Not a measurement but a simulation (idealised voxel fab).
process module | voxel wiring stack
cross-section cut | 170 nm wide | cells 5 nm
A cross-section is a grid of square cells, given in bands from the top down. A band is one or more rows of cells.
Each band's line starts with the height of the band's top and of its bottom, in nm. Then come its materials from left to right, each with its width in nm. One material with "throughout" fills the band from edge to edge. "air" is empty space.
Height 0 is the level under which the wafer as received is all one material. The lowest band goes on downwards, as in "0 down".
A width such as "30 to 40" changes by the same amount from each row of cells to the next, from the band's top row to its bottom row.
"no change" after a step means that no cell of the cross-section changed.
closed voids: empty space of 8 cells or more with no open way to the top, each as width x height at its distance from the left edge, in nm
after a step's settings: what the simulator itself notes on the step
overlay nm, on a step with a mask: how far to the right of its planned place the mask lay; to the left if negative
plan
1 op RECEIVE | material Si
2 op CONFORMAL_DEP | material SiO2 | thk nm 15
3 op CONFORMAL_DEP | material SiCN | thk nm 5
4 op DIRECTIONAL_DEP | material lowk | thk nm 25
5 op MASKED_ETCH | tone open | mask id METAL_1 | width nm 25 | pitch nm 55 | etch materials lowk | depth nm 25 | overlay nm 0
6 op MASKED_ETCH | tone open | mask id METAL_1 | width nm 25 | pitch nm 55 | etch materials SiCN | depth nm 5 | overlay nm 0
7 op CONFORMAL_DEP | material TiN | thk nm 5
8 op FILL_DEP | material Ru | thk nm 10
9 op CMP | height nm 45
10 op CONFORMAL_DEP | material SiCN | thk nm 5
11 op DIRECTIONAL_DEP | material SiO2 | thk nm 35
12 op PATTERN | tone open | mask id METAL_2_HOLES | material resist | width nm 15 | pitch nm 55 | thk nm 15 | overlay nm 0
13 op DIRECTIONAL_ETCH | etch materials SiO2 | depth nm 35
14 op STRIP | etch materials resist
15 op DIRECTIONAL_DEP | material aC | thk nm 10
16 op PATTERN | tone open | mask id METAL_2 | material resist | width nm 25 | pitch nm 55 | thk nm 30 | overlay nm 0
17 op DIRECTIONAL_ETCH | etch materials aC | depth nm 10
18 op STRIP | etch materials resist
19 op DIRECTIONAL_ETCH | etch materials SiO2 | depth nm 20
20 op DIRECTIONAL_ETCH | etch materials SiCN | depth nm 5
21 op STRIP | etch materials aC
22 op CONFORMAL_DEP | material TiN | thk nm 5
23 op FILL_DEP | material Cu | thk nm 5
24 op CMP | height nm 85
25 op CONFORMAL_DEP | material SiCN | thk nm 5
as received, after step 1
  0 down: Si throughout
  closed voids: none
a wafer at the end: this start, this plan, one mistake
  90 to 85: SiCN throughout
  85 to 70: SiO2 15 | TiN 5 | Cu 15 | TiN 5 | SiO2 30 | TiN 5 | Cu 15 | TiN 5 | SiO2 30 | TiN 5 | Cu 15 | TiN 5 | SiO2 20
  70 to 65: SiO2 15 | TiN 5 | Cu 5 | TiN 15 | SiO2 30 | TiN 5 | Cu 5 | TiN 15 | SiO2 30 | TiN 5 | Cu 5 | TiN 15 | SiO2 20
  65 to 50: SiO2 15 | TiN 5 | Cu 5 | TiN 5 | SiO2 40 | TiN 5 | Cu 5 | TiN 5 | SiO2 40 | TiN 5 | Cu 5 | TiN 5 | SiO2 30
  50 to 45: SiCN 15 | TiN 15 | SiCN 40 | TiN 15 | SiCN 40 | TiN 15 | SiCN 30
  45 to 40: TiN 20 | Ru 15 | TiN 40 | Ru 15 | TiN 40 | Ru 15 | TiN 25
  40 to 20: lowk 15 | TiN 5 | Ru 15 | TiN 5 | lowk 30 | TiN 5 | Ru 15 | TiN 5 | lowk 30 | TiN 5 | Ru 15 | TiN 5 | lowk 20
  20 to 15: lowk 15 | TiN 25 | lowk 30 | TiN 25 | lowk 30 | TiN 25 | lowk 20
  15 to 0: SiO2 throughout
  0 down: Si throughout
  closed voids: none
what went wrong: step 3 was left out
